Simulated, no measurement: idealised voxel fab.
Documented hereafter: the process module known as voxel wiring stack.
Section shown: cut. Width: 170 nm. Cell size: 5 nm, square.
Heads up, the way a cross-section reads in here is a grid of square cells, handed over as bands from the top down, with every band being one or more rows of cells.
Top height, bottom height, nm. Materials left to right, width each, nm. Single material + "everywhere" = fills band edge to edge. "air" = empty.
Height datum 0, below which the as-received substrate wafer is one material. Lowest band open at the bottom, running downward: "from 0 down".
The width entry "30 to 40" should be interpreted row by row: the top row of cells in the band takes the first number, the bottom row takes the second number, and the change between adjacent rows is uniform throughout.
Where the words "same as before" appear for a step, the cross-section shows no cell changed by that step; every cell remained as before.
Heads up: "Closed voids list" only lists the empty pockets with no open path to the top that are 8 cells or more, and it writes them as width x height at distance, distance from the left edge, in nm.
Past the settings on a step's line: simulator remark, on that step.
overlay nm: how far to the right of its planned place the mask lay on this masked step (negative: to the left).

The process steps that were planned are listed below
step 1: RECEIVE | material Si
step 2: CONFORMAL_DEP | material SiO2 | thk nm 10
step 3: DIRECTIONAL_DEP | material TiN | thk nm 5
step 4: DIRECTIONAL_DEP | material W | thk nm 25
step 5: PATTERN | tone cover | mask id METAL_1 | material resist | width nm 30 | pitch nm 55 | thk nm 20 | overlay nm 0
step 6: DIRECTIONAL_ETCH | etch materials W | depth nm 25
step 7: DIRECTIONAL_ETCH | etch materials TiN | depth nm 5
step 8: STRIP | etch materials resist
step 9: FILL_DEP | material lowk | thk nm 5
step 10: CMP | height nm 40
step 11: CONFORMAL_DEP | material SiCN | thk nm 5
step 12: DIRECTIONAL_DEP | material lowk | thk nm 20
step 13: DIRECTIONAL_DEP | material aC | thk nm 10
step 14: PATTERN | tone open | mask id PLUG_1 | material resist | width nm 15 | pitch nm 55 | thk nm 25 | overlay nm 0
step 15: DIRECTIONAL_ETCH | etch materials aC | depth nm 10
step 16: STRIP | etch materials resist
step 17: DIRECTIONAL_ETCH | etch materials lowk | depth nm 20
step 18: DIRECTIONAL_ETCH | etch materials SiCN | depth nm 5
step 19: STRIP | etch materials aC
step 20: CONFORMAL_DEP | material TiN | thk nm 5
step 21: FILL_DEP | material Cu | thk nm 10
step 22: CMP | height nm 65
step 23: CONFORMAL_DEP | material SiN | thk nm 5
step 24: DIRECTIONAL_DEP | material SiO2 | thk nm 15
step 25: MASKED_ETCH | tone open | mask id METAL_2 | width nm 30 | pitch nm 55 | etch materials SiO2 | depth nm 15 | overlay nm 0
step 26: MASKED_ETCH | tone open | mask id METAL_2 | width nm 30 | pitch nm 55 | etch materials SiN | depth nm 5 | overlay nm 0
step 27: CONFORMAL_DEP | material TiN | thk nm 5
step 28: FILL_DEP | material Cu | thk nm 10
step 29: CMP | height nm 85
step 30: CONFORMAL_DEP | material SiCN | thk nm 5

First of two wafers, with the run carried out as planned

Cross-section: wafer on arrival = after step 1
- from 0 down: Si everywhere
- Closed voids list: none

Cross-section of the wafer after step 2
- from 10 to 0: SiO2 everywhere
- Beneath the level 0, the cross-section is identical to its previous state.

Cross-section of the wafer after step 3
- from 15 to 10: TiN everywhere
- Beneath the level 10, the cross-section is identical to its previous state.

Cross-section of the wafer after step 4
- from 40 to 15: W everywhere
- Beneath the level 15, the cross-section is identical to its previous state.

Cross-section of the wafer after step 5
- from 60 to 40: 15 nm air; 30 nm resist; 25 nm air; 30 nm resist; 25 nm air; 30 nm resist; 15 nm air
- Beneath the level 40, the cross-section is identical to its previous state.

Cross-section of the wafer after step 6
- from 60 to 40: 15 nm air; 30 nm resist; 25 nm air; 30 nm resist; 25 nm air; 30 nm resist; 15 nm air
- from 40 to 15: 15 nm air; 30 nm W; 25 nm air; 30 nm W; 25 nm air; 30 nm W; 15 nm air
- Beneath the level 15, the cross-section is identical to its previous state.

Cross-section of the wafer after step 7
- from 60 to 40: 15 nm air; 30 nm resist; 25 nm air; 30 nm resist; 25 nm air; 30 nm resist; 15 nm air
- from 40 to 15: 15 nm air; 30 nm W; 25 nm air; 30 nm W; 25 nm air; 30 nm W; 15 nm air
- from 15 to 10: 15 nm air; 30 nm TiN; 25 nm air; 30 nm TiN; 25 nm air; 30 nm TiN; 15 nm air
- Beneath the level 10, the cross-section is identical to its previous state.

Cross-section of the wafer after step 8
- from 40 to 15: 15 nm air; 30 nm W; 25 nm air; 30 nm W; 25 nm air; 30 nm W; 15 nm air
- Beneath the level 15, the cross-section is identical to its previous state.

Cross-section of the wafer after step 9
- from 45 to 40: lowk everywhere
- from 40 to 15: 15 nm lowk; 30 nm W; 25 nm lowk; 30 nm W; 25 nm lowk; 30 nm W; 15 nm lowk
- from 15 to 10: 15 nm lowk; 30 nm TiN; 25 nm lowk; 30 nm TiN; 25 nm lowk; 30 nm TiN; 15 nm lowk
- Beneath the level 10, the cross-section is identical to its previous state.

Cross-section of the wafer after step 10
- from 40 to 15: 15 nm lowk; 30 nm W; 25 nm lowk; 30 nm W; 25 nm lowk; 30 nm W; 15 nm lowk
- Beneath the level 15, the cross-section is identical to its previous state.

Cross-section of the wafer after step 11
- from 45 to 40: SiCN everywhere
- Beneath the level 40, the cross-section is identical to its previous state.

Cross-section of the wafer after step 12
- from 65 to 45: lowk everywhere
- Beneath the level 45, the cross-section is identical to its previous state.

Cross-section of the wafer after step 13
- from 75 to 65: aC everywhere
- Beneath the level 65, the cross-section is identical to its previous state.

Cross-section of the wafer after step 14
- from 100 to 75: 15 nm resist; 15 nm air; 40 nm resist; 15 nm air; 40 nm resist; 15 nm air; 30 nm resist
- Beneath the level 75, the cross-section is identical to its previous state.

Cross-section of the wafer after step 15
- from 90 to 75: 15 nm resist; 15 nm air; 40 nm resist; 15 nm air; 40 nm resist; 15 nm air; 30 nm resist
- from 75 to 65: 15 nm aC; 15 nm air; 40 nm aC; 15 nm air; 40 nm aC; 15 nm air; 30 nm aC
- Beneath the level 65, the cross-section is identical to its previous state.

Cross-section of the wafer after step 16
- from 75 to 65: 15 nm aC; 15 nm air; 40 nm aC; 15 nm air; 40 nm aC; 15 nm air; 30 nm aC
- Beneath the level 65, the cross-section is identical to its previous state.

Cross-section of the wafer after step 17
- from 75 to 65: 15 nm aC; 15 nm air; 40 nm aC; 15 nm air; 40 nm aC; 15 nm air; 30 nm aC
- from 65 to 45: 15 nm lowk; 15 nm air; 40 nm lowk; 15 nm air; 40 nm lowk; 15 nm air; 30 nm lowk
- Beneath the level 45, the cross-section is identical to its previous state.

Cross-section of the wafer after step 18
- from 75 to 65: 15 nm aC; 15 nm air; 40 nm aC; 15 nm air; 40 nm aC; 15 nm air; 30 nm aC
- from 65 to 45: 15 nm lowk; 15 nm air; 40 nm lowk; 15 nm air; 40 nm lowk; 15 nm air; 30 nm lowk
- from 45 to 40: 15 nm SiCN; 15 nm air; 40 nm SiCN; 15 nm air; 40 nm SiCN; 15 nm air; 30 nm SiCN
- Beneath the level 40, the cross-section is identical to its previous state.

Cross-section of the wafer after step 19
- from 65 to 45: 15 nm lowk; 15 nm air; 40 nm lowk; 15 nm air; 40 nm lowk; 15 nm air; 30 nm lowk
- Beneath the level 45, the cross-section is identical to its previous state.

Cross-section of the wafer after step 20
- from 70 to 65: 20 nm TiN; 5 nm air; 50 nm TiN; 5 nm air; 50 nm TiN; 5 nm air; 35 nm TiN
- from 65 to 45: 15 nm lowk; 5 nm TiN; 5 nm air; 5 nm TiN; 40 nm lowk; 5 nm TiN; 5 nm air; 5 nm TiN; 40 nm lowk; 5 nm TiN; 5 nm air; 5 nm TiN; 30 nm lowk
- from 45 to 40: 15 nm SiCN; 15 nm TiN; 40 nm SiCN; 15 nm TiN; 40 nm SiCN; 15 nm TiN; 30 nm SiCN
- Beneath the level 40, the cross-section is identical to its previous state.

Cross-section of the wafer after step 21
- from 80 to 70: Cu everywhere
- from 70 to 65: 20 nm TiN; 5 nm Cu; 50 nm TiN; 5 nm Cu; 50 nm TiN; 5 nm Cu; 35 nm TiN
- from 65 to 45: 15 nm lowk; 5 nm TiN; 5 nm Cu; 5 nm TiN; 40 nm lowk; 5 nm TiN; 5 nm Cu; 5 nm TiN; 40 nm lowk; 5 nm TiN; 5 nm Cu; 5 nm TiN; 30 nm lowk
- Beneath the level 45, the cross-section is identical to its previous state.

Cross-section of the wafer after step 22
- from 65 to 45: 15 nm lowk; 5 nm TiN; 5 nm Cu; 5 nm TiN; 40 nm lowk; 5 nm TiN; 5 nm Cu; 5 nm TiN; 40 nm lowk; 5 nm TiN; 5 nm Cu; 5 nm TiN; 30 nm lowk
- Beneath the level 45, the cross-section is identical to its previous state.

Cross-section of the wafer after step 23
- from 70 to 65: SiN everywhere
- Beneath the level 65, the cross-section is identical to its previous state.

Cross-section of the wafer after step 24
- from 85 to 70: SiO2 everywhere
- Beneath the level 70, the cross-section is identical to its previous state.

Cross-section of the wafer after step 25
- from 85 to 70: 15 nm SiO2; 30 nm air; 25 nm SiO2; 30 nm air; 25 nm SiO2; 30 nm air; 15 nm SiO2
- Beneath the level 70, the cross-section is identical to its previous state.

Cross-section of the wafer after step 26
- from 85 to 70: 15 nm SiO2; 30 nm air; 25 nm SiO2; 30 nm air; 25 nm SiO2; 30 nm air; 15 nm SiO2
- from 70 to 65: 15 nm SiN; 30 nm air; 25 nm SiN; 30 nm air; 25 nm SiN; 30 nm air; 15 nm SiN
- Beneath the level 65, the cross-section is identical to its previous state.

Cross-section of the wafer after step 27
- from 90 to 85: 20 nm TiN; 20 nm air; 35 nm TiN; 20 nm air; 35 nm TiN; 20 nm air; 20 nm TiN
- from 85 to 70: 15 nm SiO2; 5 nm TiN; 20 nm air; 5 nm TiN; 25 nm SiO2; 5 nm TiN; 20 nm air; 5 nm TiN; 25 nm SiO2; 5 nm TiN; 20 nm air; 5 nm TiN; 15 nm SiO2
- from 70 to 65: 15 nm SiN; 30 nm TiN; 25 nm SiN; 30 nm TiN; 25 nm SiN; 30 nm TiN; 15 nm SiN
- Beneath the level 65, the cross-section is identical to its previous state.

Cross-section of the wafer after step 28
- from 100 to 90: Cu everywhere
- from 90 to 85: 20 nm TiN; 20 nm Cu; 35 nm TiN; 20 nm Cu; 35 nm TiN; 20 nm Cu; 20 nm TiN
- from 85 to 70: 15 nm SiO2; 5 nm TiN; 20 nm Cu; 5 nm TiN; 25 nm SiO2; 5 nm TiN; 20 nm Cu; 5 nm TiN; 25 nm SiO2; 5 nm TiN; 20 nm Cu; 5 nm TiN; 15 nm SiO2
- Beneath the level 70, the cross-section is identical to its previous state.

Cross-section of the wafer after step 29
- from 85 to 70: 15 nm SiO2; 5 nm TiN; 20 nm Cu; 5 nm TiN; 25 nm SiO2; 5 nm TiN; 20 nm Cu; 5 nm TiN; 25 nm SiO2; 5 nm TiN; 20 nm Cu; 5 nm TiN; 15 nm SiO2
- Beneath the level 70, the cross-section is identical to its previous state.

Cross-section of the wafer after step 30
- from 90 to 85: SiCN everywhere
- Beneath the level 85, the cross-section is identical to its previous state.

Wafer two. Same start, same plan, one slip in execution. Same as wafer one through step 24, inclusive

Cross-section: second wafer, time at which step 25 was scheduled to end
- from 85 to 70: 20 nm SiO2; 20 nm air; 35 nm SiO2; 20 nm air; 35 nm SiO2; 20 nm air; 20 nm SiO2
- Beneath the level 70, the cross-section is identical to its previous state.

Cross-section: second wafer, time at which step 26 was scheduled to end
- from 85 to 70: 20 nm SiO2; 20 nm air; 35 nm SiO2; 20 nm air; 35 nm SiO2; 20 nm air; 20 nm SiO2
- from 70 to 65: 20 nm SiN; 20 nm air; 35 nm SiN; 20 nm air; 35 nm SiN; 20 nm air; 20 nm SiN
- Beneath the level 65, the cross-section is identical to its previous state.

Cross-section: second wafer, time at which step 27 was scheduled to end
- from 90 to 85: 25 nm TiN; 10 nm air; 45 nm TiN; 10 nm air; 45 nm TiN; 10 nm air; 25 nm TiN
- from 85 to 70: 20 nm SiO2; 5 nm TiN; 10 nm air; 5 nm TiN; 35 nm SiO2; 5 nm TiN; 10 nm air; 5 nm TiN; 35 nm SiO2; 5 nm TiN; 10 nm air; 5 nm TiN; 20 nm SiO2
- from 70 to 65: 20 nm SiN; 20 nm TiN; 35 nm SiN; 20 nm TiN; 35 nm SiN; 20 nm TiN; 20 nm SiN
- Beneath the level 65, the cross-section is identical to its previous state.

Cross-section: second wafer, time at which step 28 was scheduled to end
- from 100 to 90: Cu everywhere
- from 90 to 85: 25 nm TiN; 10 nm Cu; 45 nm TiN; 10 nm Cu; 45 nm TiN; 10 nm Cu; 25 nm TiN
- from 85 to 70: 20 nm SiO2; 5 nm TiN; 10 nm Cu; 5 nm TiN; 35 nm SiO2; 5 nm TiN; 10 nm Cu; 5 nm TiN; 35 nm SiO2; 5 nm TiN; 10 nm Cu; 5 nm TiN; 20 nm SiO2
- Beneath the level 70, the cross-section is identical to its previous state.

Cross-section: second wafer, time at which step 29 was scheduled to end
- from 85 to 70: 20 nm SiO2; 5 nm TiN; 10 nm Cu; 5 nm TiN; 35 nm SiO2; 5 nm TiN; 10 nm Cu; 5 nm TiN; 35 nm SiO2; 5 nm TiN; 10 nm Cu; 5 nm TiN; 20 nm SiO2
- Beneath the level 70, the cross-section is identical to its previous state.

Cross-section: second wafer, time at which step 30 was scheduled to end
- from 90 to 85: SiCN everywhere
- Beneath the level 85, the cross-section is identical to its previous state.
Heads up, the wafer didn't run the way we planned it: heads up, step 25 didn't go per plan, it actually ran as MASKED_ETCH | tone open | mask id METAL_2 | width nm 20 | pitch nm 55 | etch materials SiO2 | depth nm 15 | overlay nm 0
Counted in cells at the end, the second wafer holds more or fewer of these materials than the first: Cu: 18 fewer; SiN: 6 more; SiO2: 18 more; TiN: 6 fewer
